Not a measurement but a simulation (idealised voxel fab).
Process module, titled voxel self aligned vias
Cross-section cut spans 235 nm and uses square cells 5 nm in size.
A cross-section is written here as square cells arranged in a grid, and it is given in bands from the top down, each band taking up one or more rows of cells.
A band entry consists of two parts. The first gives the height of the band's top and the height of its bottom, in nm. The rest lists the band's materials from left to right, each with its width in nm. A single material labelled with the word "full width" fills the band from edge to edge, and the word "empty" marks empty space.
Heads up on the height convention: 0 is the point under which the incoming wafer is all one material, and the lowest band has no bottom, it just keeps going down, like "0 and below".
Width spec "30..40" -> top row of cells at first value, bottom row at second value, equal per-row change in between.
When a step is marked "remains unaltered", none of the cells in the cross-section changed during that step.
Voids not open to the top, 8 cells minimum: see "Voids lacking openings". Written width x height at distance; distance is from the left edge; nm.
after a step's settings: what the simulator itself notes on the step
overlay nm: mask offset rightward from planned place, masked step; negative means leftward offset.

### The following list gives the planned process steps
1,RECEIVE,material Si
2,CONFORMAL_DEP,material SiO2,thk nm 15
3,CONFORMAL_DEP,material SiCN,thk nm 5
4,DIRECTIONAL_DEP,material lowk,thk nm 30
5,DIRECTIONAL_DEP,material aC,thk nm 15
6,PATTERN,tone open,mask id LINES,material resist,width nm 20,pitch nm 60,thk nm 35,overlay nm 0
7,DIRECTIONAL_ETCH,etch materials aC,depth nm 15
8,STRIP,etch materials resist
9,DIRECTIONAL_ETCH,etch materials lowk,depth nm 30
10,STRIP,etch materials aC
11,CONFORMAL_DEP,material TiN,thk nm 5
12,FILL_DEP,material Ru,thk nm 5
13,CMP,height nm 50
14,SELECTIVE_ETCH,etch materials W Ru TiN,depth nm 5
15,FILL_DEP,material SiN,thk nm 5
16,CMP,height nm 50
17,DIRECTIONAL_DEP,material lowk,thk nm 20
18,PATTERN,tone open,mask id VIAS,material resist,width nm 30,pitch nm 60,thk nm 15,overlay nm 0
19,DIRECTIONAL_ETCH,etch materials lowk,depth nm 20
20,DIRECTIONAL_ETCH,etch materials SiN,depth nm 5
21,STRIP,etch materials resist
22,CONFORMAL_DEP,material TiN,thk nm 5
23,FILL_DEP,material Cu,thk nm 10
24,CMP,height nm 70
25,CONFORMAL_DEP,material SiCN,thk nm 5

### Step 1 complete: cross-section of the wafer as received
0 and below = Si full width
Voids lacking openings: none

### Post-module cross-section: identical start and plan to those above, one misstep in execution
75 down to 70 = SiCN full width
70 down to 55 = lowk (70)  TiN (5)  Cu (20)  TiN (5)  lowk (30)  TiN (5)  Cu (20)  TiN (5)  lowk (75)
55 down to 50 = lowk (70)  TiN (10)  Cu (10)  TiN (10)  lowk (30)  TiN (10)  Cu (10)  TiN (10)  lowk (75)
50 down to 45 = lowk (75)  TiN (20)  lowk (40)  TiN (20)  lowk (80)
45 down to 40 = lowk (75)  TiN (5)  Ru (10)  TiN (5)  lowk (40)  TiN (5)  Ru (10)  TiN (5)  lowk (80)
40 down to 35 = lowk (75)  TiN (20)  lowk (40)  TiN (20)  lowk (80)
35 down to 30 = SiCN full width
30 down to 0 = SiO2 full width
0 and below = Si full width
Voids lacking openings: none
Short version of what went wrong: step 2 of the plan saw execution twice
